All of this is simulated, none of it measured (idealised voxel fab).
You're looking at the process module voxel transistor to metal.
Cross-sectional view cut (width: 205 nm; square cell size: 5 nm).
Just so we're on the same page, the cross-sections are grids of square cells, and they're listed out in bands top to bottom, each band one or more rows deep.
Heads up on the band format: heights come first, top then bottom, in nm. After that it's the materials left to right, each with its width in nm. A single material flagged "edge to edge" fills the whole band edge to edge, and "empty" means there's empty space there.
We count height from 0. Below that, the starting wafer is all one material. The lowest band never ends at the bottom but goes on down; see "top 0, no bottom" for how that is written.
Width "30->40": first value at the band's top row of cells, second value at its bottom row, equal change from row to row.
Step marked "nothing was modified"? Then no cell in the cross-section changed in it.
"Enclosed cavity list": sealed empty spaces, 8 cells or more, no open way to top, listed width x height at distance, with distance from the left edge and width, height and distance in nm.
Read whatever lies past the settings on a step's line as the simulator's own remark about the step.
overlay nm: for a step with a mask, the amount by which the mask lay right of where it was planned; a negative amount means left of it.
# Intended process steps
step 1: RECEIVE, material Si
step 2: OXIDIZE, depth nm 5
step 3: CONFORMAL_DEP, material SiN, thk nm 15
step 4: PATTERN, tone cover, mask id ACTIVE, material resist, width nm 105, thk nm 20, overlay nm 0
step 5: DIRECTIONAL_ETCH, etch materials SiN, depth nm 15
step 6: DIRECTIONAL_ETCH, etch materials SiO2, depth nm 5
step 7: DIRECTIONAL_ETCH, etch materials Si, depth nm 35
step 8: STRIP, etch materials resist
step 9: FILL_DEP, material SiO2, thk nm 10
step 10: CMP, height nm 15
step 11: SELECTIVE_ETCH, etch materials SiO2, depth nm 15
step 12: STRIP, etch materials SiN
step 13: SELECTIVE_ETCH, etch materials SiO2, depth nm 5
step 14: OXIDIZE, depth nm 5
step 15: DIRECTIONAL_DEP, material polySi, thk nm 20
step 16: DIRECTIONAL_DEP, material SiCN, thk nm 15
step 17: MASKED_ETCH, tone cover, mask id GATE, width nm 35, etch materials SiCN, depth nm 25, overlay nm 0
step 18: MASKED_ETCH, tone cover, mask id GATE, width nm 35, etch materials polySi, depth nm 30, overlay nm 0
step 19: CONFORMAL_DEP, material SiN, thk nm 10
step 20: DIRECTIONAL_ETCH, etch materials SiN, depth nm 10
step 21: DIRECTIONAL_ETCH, etch materials SiO2, depth nm 5
step 22: DIRECTIONAL_ETCH, etch materials Si, depth nm 10
step 23: EPI, material SiGe, thk nm 10
step 24: FILL_DEP, material SiO2, thk nm 5
step 25: CMP, height nm 15
step 26: STRIP, etch materials polySi
step 27: SELECTIVE_ETCH, etch materials SiO2, depth nm 5
step 28: CONFORMAL_DEP, material HfO2, thk nm 5
step 29: CONFORMAL_DEP, material TiN, thk nm 5
step 30: FILL_DEP, material W, thk nm 5
step 31: CMP, height nm 10
step 32: DIRECTIONAL_DEP, material SiO2, thk nm 10
step 33: MASKED_ETCH, tone open, mask id CONTACT, width nm 15, pitch nm 80, etch materials SiO2, depth nm 30, overlay nm 0
step 34: CONFORMAL_DEP, material TiN, thk nm 5
step 35: FILL_DEP, material W, thk nm 10
step 36: CMP, height nm 20
step 37: CONFORMAL_DEP, material SiCN, thk nm 5
step 38: DIRECTIONAL_DEP, material SiO2, thk nm 20
step 39: DIRECTIONAL_DEP, material aC, thk nm 15
step 40: PATTERN, tone open, mask id METAL_1, material resist, width nm 15, pitch nm 80, thk nm 30, overlay nm 0
step 41: DIRECTIONAL_ETCH, etch materials aC, depth nm 15
step 42: STRIP, etch materials resist
step 43: DIRECTIONAL_ETCH, etch materials SiO2, depth nm 20
step 44: DIRECTIONAL_ETCH, etch materials SiCN, depth nm 5
step 45: STRIP, etch materials aC
step 46: CONFORMAL_DEP, material TiN, thk nm 5
step 47: FILL_DEP, material W, thk nm 5
step 48: CMP, height nm 45
step 49: EPI, material Ru, thk nm 5
step 50: FILL_DEP, material SiCN, thk nm 5
step 51: DIRECTIONAL_DEP, material SiO2, thk nm 25
step 52: DIRECTIONAL_DEP, material aC, thk nm 15
step 53: PATTERN, tone open, mask id METAL_2, material resist, width nm 15, pitch nm 80, thk nm 35, overlay nm 0
step 54: DIRECTIONAL_ETCH, etch materials aC, depth nm 15
step 55: STRIP, etch materials resist
step 56: DIRECTIONAL_ETCH, etch materials SiO2, depth nm 15
step 57: STRIP, etch materials aC
step 58: PATTERN, tone open, mask id METAL_2_HOLES, material resist, width nm 15, pitch nm 80, thk nm 20, overlay nm 0
step 59: DIRECTIONAL_ETCH, etch materials SiO2, depth nm 10
step 60: DIRECTIONAL_ETCH, etch materials SiCN, depth nm 5
step 61: STRIP, etch materials resist
step 62: CONFORMAL_DEP, material TiN, thk nm 5
step 63: FILL_DEP, material Ru, thk nm 5
step 64: CMP, height nm 80
step 65: CONFORMAL_DEP, material SiCN, thk nm 5
# So this is the incoming wafer in cross-section - it's already been through step 1
    top 0, no bottom: Si edge to edge
    Enclosed cavity list: none
# Looking at the first of two wafers in cross-section at end of module - ran to plan
    top 85, bottom 80: SiCN edge to edge
    top 80, bottom 55: SiO2 55; TiN 5; Ru 5; TiN 5; SiO2 65; TiN 5; Ru 5; TiN 5; SiO2 55
    top 55, bottom 50: SiCN 55; TiN 15; SiCN 65; TiN 15; SiCN 55
    top 50, bottom 45: SiCN 50; Ru 25; SiCN 55; Ru 25; SiCN 50
    top 45, bottom 25: SiO2 55; TiN 5; W 5; TiN 5; SiO2 65; TiN 5; W 5; TiN 5; SiO2 55
    top 25, bottom 20: SiCN 55; TiN 15; SiCN 65; TiN 15; SiCN 55
    top 20, bottom 10: SiO2 55; TiN 5; W 5; TiN 5; SiO2 65; TiN 5; W 5; TiN 5; SiO2 55
    top 10, bottom 5: SiO2 55; TiN 5; W 5; TiN 5; SiO2 5; SiN 10; HfO2 5; TiN 5; W 15; TiN 5; HfO2 5; SiN 10; SiO2 5; TiN 5; W 5; TiN 5; SiO2 55
    top 5, bottom 0: SiO2 55; TiN 15; SiO2 5; SiN 10; HfO2 5; TiN 5; W 15; TiN 5; HfO2 5; SiN 10; SiO2 5; TiN 15; SiO2 55
    top 0, bottom -5: SiO2 55; TiN 10; SiGe 10; SiN 10; HfO2 5; TiN 25; HfO2 5; SiN 10; SiGe 10; TiN 10; SiO2 55
    top -5, bottom -10: SiO2 55; TiN 10; SiGe 10; SiO2 5; HfO2 45; SiO2 5; SiGe 10; TiN 10; SiO2 55
    top -10, bottom -20: SiO2 50; SiGe 25; Si 55; SiGe 25; SiO2 50
    top -20, bottom -40: SiO2 50; Si 105; SiO2 50
    top -40, no bottom: Si edge to edge
    Enclosed cavity list: none
# Cross-sectional view of the second of two wafers upon completion of the module. This wafer shared its starting condition and process plan with the first; one error was made during its execution
    top 85, bottom 80: SiCN edge to edge
    top 80, bottom 55: SiO2 55; TiN 5; Ru 5; TiN 5; SiO2 65; TiN 5; Ru 5; TiN 5; SiO2 55
    top 55, bottom 50: SiCN 55; TiN 15; SiCN 65; TiN 15; SiCN 55
    top 50, bottom 45: SiCN 50; Ru 25; SiCN 55; Ru 25; SiCN 50
    top 45, bottom 25: SiO2 55; TiN 5; W 5; TiN 5; SiO2 65; TiN 5; W 5; TiN 5; SiO2 55
    top 25, bottom 20: SiCN 55; TiN 15; SiCN 65; TiN 15; SiCN 55
    top 20, bottom 10: SiO2 55; TiN 5; W 5; TiN 5; SiO2 65; TiN 5; W 5; TiN 5; SiO2 55
    top 10, bottom 5: SiO2 55; TiN 5; W 5; TiN 5; SiO2 5; SiN 10; HfO2 5; TiN 5; W 15; TiN 5; HfO2 5; SiN 10; SiO2 5; TiN 5; W 5; TiN 5; SiO2 55
    top 5, bottom 0: SiO2 55; TiN 15; SiO2 5; SiN 10; HfO2 5; TiN 5; W 15; TiN 5; HfO2 5; SiN 10; SiO2 5; TiN 15; SiO2 55
    top 0, bottom -5: SiO2 55; TiN 10; SiGe 10; SiN 10; HfO2 5; TiN 25; HfO2 5; SiN 10; SiGe 10; TiN 10; SiO2 55
    top -5, bottom -10: SiO2 55; TiN 10; SiGe 10; SiO2 5; HfO2 45; SiO2 5; SiGe 10; TiN 10; SiO2 55
    top -10, bottom -20: SiO2 50; SiGe 25; Si 55; SiGe 30; SiO2 45
    top -20, bottom -40: SiO2 50; Si 110; SiO2 45
    top -40, no bottom: Si edge to edge
    Enclosed cavity list: none
Processing error: step 4 ran as: PATTERN, tone cover, mask id ACTIVE, material resist, width nm 110, thk nm 20, overlay nm 0
Per the end-of-run cell counts, the second wafer holds more or fewer of some materials than the first: 4 more of Si | 2 more of SiGe | 6 fewer of SiO2
